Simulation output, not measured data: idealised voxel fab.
This is a process module. Its name is voxel wiring stack.
For reference, the cross-section in this document is cut, with width 265 nm and square cells of 5 nm.
In what follows, cross-sections appear as grids of square cells, described through bands that run from the top down, where every band is one or more rows of cells.
Top, bottom (nm), then materials left to right with widths (nm); lone material tagged "edge to edge" fills the whole band edge to edge; "blank" = empty space.
Heights are expressed relative to 0, this being the level below which the as-received wafer comprises one material exclusively. The lowest band is unbounded in the downward direction and is denoted as in "0 -> down".
Note: "30->40" means the width goes from the first number (top row of the band) to the second number (bottom row) in equal steps per row of cells.
Take "identical to before" at face value: in the step it is given for, the cross-section changed in none of its cells.
Enclosed voids (no open way to top), threshold 8 cells or more, entry "Sealed void listing", notation width x height at distance, distance from left edge, nm.
Past the settings on a step's line: simulator remark, on that step.
For masked steps, "overlay nm" on the step line gives how far right of plan the mask actually lay; a minus sign means it lay to the left.
### Set out below are the planned steps of the process
1) RECEIVE with material Si
2) CONFORMAL_DEP with material SiO2, thk nm 10
3) CONFORMAL_DEP with material SiN, thk nm 5
4) DIRECTIONAL_DEP with material SiO2, thk nm 15
5) DIRECTIONAL_DEP with material aC, thk nm 10
6) PATTERN with tone open, mask id METAL_1, material resist, width nm 20, pitch nm 45, thk nm 25, overlay nm 0
7) DIRECTIONAL_ETCH with etch materials aC, depth nm 10
8) STRIP with etch materials resist
9) DIRECTIONAL_ETCH with etch materials SiO2, depth nm 15
10) DIRECTIONAL_ETCH with etch materials SiN, depth nm 5
11) STRIP with etch materials aC
12) CONFORMAL_DEP with material TiN, thk nm 5
13) FILL_DEP with material W, thk nm 10
14) CMP with height nm 30
15) CONFORMAL_DEP with material SiCN, thk nm 5
16) DIRECTIONAL_DEP with material SiO2, thk nm 35
17) DIRECTIONAL_DEP with material aC, thk nm 10
18) PATTERN with tone open, mask id METAL_2_HOLES, material resist, width nm 15, pitch nm 90, thk nm 30, overlay nm 0
19) DIRECTIONAL_ETCH with etch materials aC, depth nm 10
20) STRIP with etch materials resist
21) DIRECTIONAL_ETCH with etch materials SiO2, depth nm 35
22) STRIP with etch materials aC
23) MASKED_ETCH with tone open, mask id METAL_2, width nm 20, pitch nm 45, etch materials SiO2, depth nm 20, overlay nm 0
24) MASKED_ETCH with tone open, mask id METAL_2, width nm 20, pitch nm 45, etch materials SiCN, depth nm 5, overlay nm 0
25) CONFORMAL_DEP with material TiN, thk nm 5
26) FILL_DEP with material Cu, thk nm 10
27) CMP with height nm 70
28) CONFORMAL_DEP with material SiCN, thk nm 5
29) DIRECTIONAL_DEP with material lowk, thk nm 25
30) PATTERN with tone open, mask id METAL_3, material resist, width nm 20, pitch nm 45, thk nm 20, overlay nm 0
31) DIRECTIONAL_ETCH with etch materials lowk, depth nm 15
32) STRIP with etch materials resist
33) MASKED_ETCH with tone open, mask id METAL_3_HOLES, width nm 15, pitch nm 45, etch materials lowk, depth nm 10, overlay nm 0
34) MASKED_ETCH with tone open, mask id METAL_3_HOLES, width nm 15, pitch nm 45, etch materials SiCN, depth nm 5, overlay nm 0
35) CONFORMAL_DEP with material TiN, thk nm 5
36) FILL_DEP with material Cu, thk nm 10
37) CMP with height nm 100
38) CONFORMAL_DEP with material SiCN, thk nm 5
39) DIRECTIONAL_DEP with material lowk, thk nm 25
40) MASKED_ETCH with tone open, mask id METAL_4_HOLES, width nm 15, pitch nm 45, etch materials lowk, depth nm 25, overlay nm 0
41) MASKED_ETCH with tone open, mask id METAL_4, width nm 20, pitch nm 45, etch materials lowk, depth nm 15, overlay nm 0
42) MASKED_ETCH with tone open, mask id METAL_4, width nm 20, pitch nm 45, etch materials SiCN, depth nm 5, overlay nm 0
43) CONFORMAL_DEP with material TiN, thk nm 5
44) FILL_DEP with material Ru, thk nm 10
45) CMP with height nm 130
46) CONFORMAL_DEP with material SiCN, thk nm 5
The plan's step 43 thk nm is the first wafer's value; the wafers differ in this setting and start identical.
### Received wafers, first of several: cross-section after step 1
- 0 -> down: Si edge to edge
- Sealed void listing: none
### Module end state after final step 46: cross-section of the first of several wafers
- 135 -> 130: SiCN edge to edge
- 130 -> 120: lowk 55 nm | TiN 5 nm | Ru 10 nm | TiN 5 nm | lowk 25 nm | TiN 5 nm | Ru 10 nm | TiN 5 nm | lowk 25 nm | TiN 5 nm | Ru 10 nm | TiN 5 nm | lowk 25 nm | TiN 5 nm | Ru 10 nm | TiN 5 nm | lowk 55 nm
- 120 -> 115: lowk 55 nm | TiN 5 nm | Ru 5 nm | TiN 10 nm | lowk 25 nm | TiN 5 nm | Ru 5 nm | TiN 10 nm | lowk 25 nm | TiN 5 nm | Ru 5 nm | TiN 10 nm | lowk 25 nm | TiN 5 nm | Ru 5 nm | TiN 10 nm | lowk 55 nm
- 115 -> 105: lowk 55 nm | TiN 5 nm | Ru 5 nm | TiN 5 nm | lowk 30 nm | TiN 5 nm | Ru 5 nm | TiN 5 nm | lowk 30 nm | TiN 5 nm | Ru 5 nm | TiN 5 nm | lowk 30 nm | TiN 5 nm | Ru 5 nm | TiN 5 nm | lowk 60 nm
- 105 -> 100: SiCN 55 nm | TiN 15 nm | SiCN 30 nm | TiN 15 nm | SiCN 30 nm | TiN 15 nm | SiCN 30 nm | TiN 15 nm | SiCN 60 nm
- 100 -> 90: lowk 55 nm | TiN 5 nm | Cu 10 nm | TiN 5 nm | lowk 25 nm | TiN 5 nm | Cu 10 nm | TiN 5 nm | lowk 25 nm | TiN 5 nm | Cu 10 nm | TiN 5 nm | lowk 25 nm | TiN 5 nm | Cu 10 nm | TiN 5 nm | lowk 55 nm
- 90 -> 85: lowk 55 nm | TiN 5 nm | Cu 5 nm | TiN 10 nm | lowk 25 nm | TiN 5 nm | Cu 5 nm | TiN 10 nm | lowk 25 nm | TiN 5 nm | Cu 5 nm | TiN 10 nm | lowk 25 nm | TiN 5 nm | Cu 5 nm | TiN 10 nm | lowk 55 nm
- 85 -> 75: lowk 55 nm | TiN 5 nm | Cu 5 nm | TiN 5 nm | lowk 30 nm | TiN 5 nm | Cu 5 nm | TiN 5 nm | lowk 30 nm | TiN 5 nm | Cu 5 nm | TiN 5 nm | lowk 30 nm | TiN 5 nm | Cu 5 nm | TiN 5 nm | lowk 60 nm
- 75 -> 70: SiCN 55 nm | TiN 15 nm | SiCN 30 nm | TiN 15 nm | SiCN 30 nm | TiN 15 nm | SiCN 30 nm | TiN 15 nm | SiCN 60 nm
- 70 -> 55: SiO2 55 nm | TiN 5 nm | Cu 10 nm | TiN 5 nm | SiO2 25 nm | TiN 5 nm | Cu 10 nm | TiN 5 nm | SiO2 25 nm | TiN 5 nm | Cu 10 nm | TiN 5 nm | SiO2 25 nm | TiN 5 nm | Cu 10 nm | TiN 5 nm | SiO2 55 nm
- 55 -> 50: SiO2 55 nm | TiN 5 nm | Cu 5 nm | TiN 10 nm | SiO2 25 nm | TiN 20 nm | SiO2 25 nm | TiN 5 nm | Cu 5 nm | TiN 10 nm | SiO2 25 nm | TiN 20 nm | SiO2 55 nm
- 50 -> 35: SiO2 55 nm | TiN 5 nm | Cu 5 nm | TiN 5 nm | SiO2 75 nm | TiN 5 nm | Cu 5 nm | TiN 5 nm | SiO2 105 nm
- 35 -> 30: SiCN 55 nm | TiN 15 nm | SiCN 75 nm | TiN 15 nm | SiCN 105 nm
- 30 -> 15: SiO2 55 nm | TiN 5 nm | W 10 nm | TiN 5 nm | SiO2 25 nm | TiN 5 nm | W 10 nm | TiN 5 nm | SiO2 25 nm | TiN 5 nm | W 10 nm | TiN 5 nm | SiO2 25 nm | TiN 5 nm | W 10 nm | TiN 5 nm | SiO2 55 nm
- 15 -> 10: SiN 55 nm | TiN 20 nm | SiN 25 nm | TiN 20 nm | SiN 25 nm | TiN 20 nm | SiN 25 nm | TiN 20 nm | SiN 55 nm
- 10 -> 0: SiO2 edge to edge
- 0 -> down: Si edge to edge
- Sealed void listing: none
### Sectional view of the last wafer upon completion of the module
- 135 -> 130: SiCN edge to edge
- 130 -> 115: lowk 55 nm | TiN 20 nm | lowk 25 nm | TiN 20 nm | lowk 25 nm | TiN 20 nm | lowk 25 nm | TiN 20 nm | lowk 55 nm
- 115 -> 105: lowk 55 nm | TiN 15 nm | lowk 30 nm | TiN 15 nm | lowk 30 nm | TiN 15 nm | lowk 30 nm | TiN 15 nm | lowk 60 nm
- 105 -> 100: SiCN 55 nm | TiN 15 nm | SiCN 30 nm | TiN 15 nm | SiCN 30 nm | TiN 15 nm | SiCN 30 nm | TiN 15 nm | SiCN 60 nm
- 100 -> 90: lowk 55 nm | TiN 5 nm | Cu 10 nm | TiN 5 nm | lowk 25 nm | TiN 5 nm | Cu 10 nm | TiN 5 nm | lowk 25 nm | TiN 5 nm | Cu 10 nm | TiN 5 nm | lowk 25 nm | TiN 5 nm | Cu 10 nm | TiN 5 nm | lowk 55 nm
- 90 -> 85: lowk 55 nm | TiN 5 nm | Cu 5 nm | TiN 10 nm | lowk 25 nm | TiN 5 nm | Cu 5 nm | TiN 10 nm | lowk 25 nm | TiN 5 nm | Cu 5 nm | TiN 10 nm | lowk 25 nm | TiN 5 nm | Cu 5 nm | TiN 10 nm | lowk 55 nm
- 85 -> 75: lowk 55 nm | TiN 5 nm | Cu 5 nm | TiN 5 nm | lowk 30 nm | TiN 5 nm | Cu 5 nm | TiN 5 nm | lowk 30 nm | TiN 5 nm | Cu 5 nm | TiN 5 nm | lowk 30 nm | TiN 5 nm | Cu 5 nm | TiN 5 nm | lowk 60 nm
- 75 -> 70: SiCN 55 nm | TiN 15 nm | SiCN 30 nm | TiN 15 nm | SiCN 30 nm | TiN 15 nm | SiCN 30 nm | TiN 15 nm | SiCN 60 nm
- 70 -> 55: SiO2 55 nm | TiN 5 nm | Cu 10 nm | TiN 5 nm | SiO2 25 nm | TiN 5 nm | Cu 10 nm | TiN 5 nm | SiO2 25 nm | TiN 5 nm | Cu 10 nm | TiN 5 nm | SiO2 25 nm | TiN 5 nm | Cu 10 nm | TiN 5 nm | SiO2 55 nm
- 55 -> 50: SiO2 55 nm | TiN 5 nm | Cu 5 nm | TiN 10 nm | SiO2 25 nm | TiN 20 nm | SiO2 25 nm | TiN 5 nm | Cu 5 nm | TiN 10 nm | SiO2 25 nm | TiN 20 nm | SiO2 55 nm
- 50 -> 35: SiO2 55 nm | TiN 5 nm | Cu 5 nm | TiN 5 nm | SiO2 75 nm | TiN 5 nm | Cu 5 nm | TiN 5 nm | SiO2 105 nm
- 35 -> 30: SiCN 55 nm | TiN 15 nm | SiCN 75 nm | TiN 15 nm | SiCN 105 nm
- 30 -> 15: SiO2 55 nm | TiN 5 nm | W 10 nm | TiN 5 nm | SiO2 25 nm | TiN 5 nm | W 10 nm | TiN 5 nm | SiO2 25 nm | TiN 5 nm | W 10 nm | TiN 5 nm | SiO2 25 nm | TiN 5 nm | W 10 nm | TiN 5 nm | SiO2 55 nm
- 15 -> 10: SiN 55 nm | TiN 20 nm | SiN 25 nm | TiN 20 nm | SiN 25 nm | TiN 20 nm | SiN 25 nm | TiN 20 nm | SiN 55 nm
- 10 -> 0: SiO2 edge to edge
- 0 -> down: Si edge to edge
- Sealed void listing: none
### Each row below is a wafer at the end of the module, listing for every material the number of cells it has gained (+) or lost (-) since it was received, followed by its closed voids
thk nm 5, +60 Cu, +28 Ru, +182 SiCN, +37 SiN, +506 SiO2, +208 TiN, +24 W, +386 lowk, Sealed void listing: none
thk nm 10, +60 Cu, +182 SiCN, +37 SiN, +506 SiO2, +236 TiN, +24 W, +386 lowk, Sealed void listing: none
thk nm 15, +60 Cu, +182 SiCN, +37 SiN, +506 SiO2, +236 TiN, +24 W, +386 lowk, Sealed void listing: none
thk nm 20, +60 Cu, +182 SiCN, +37 SiN, +506 SiO2, +236 TiN, +24 W, +386 lowk, Sealed void listing: none
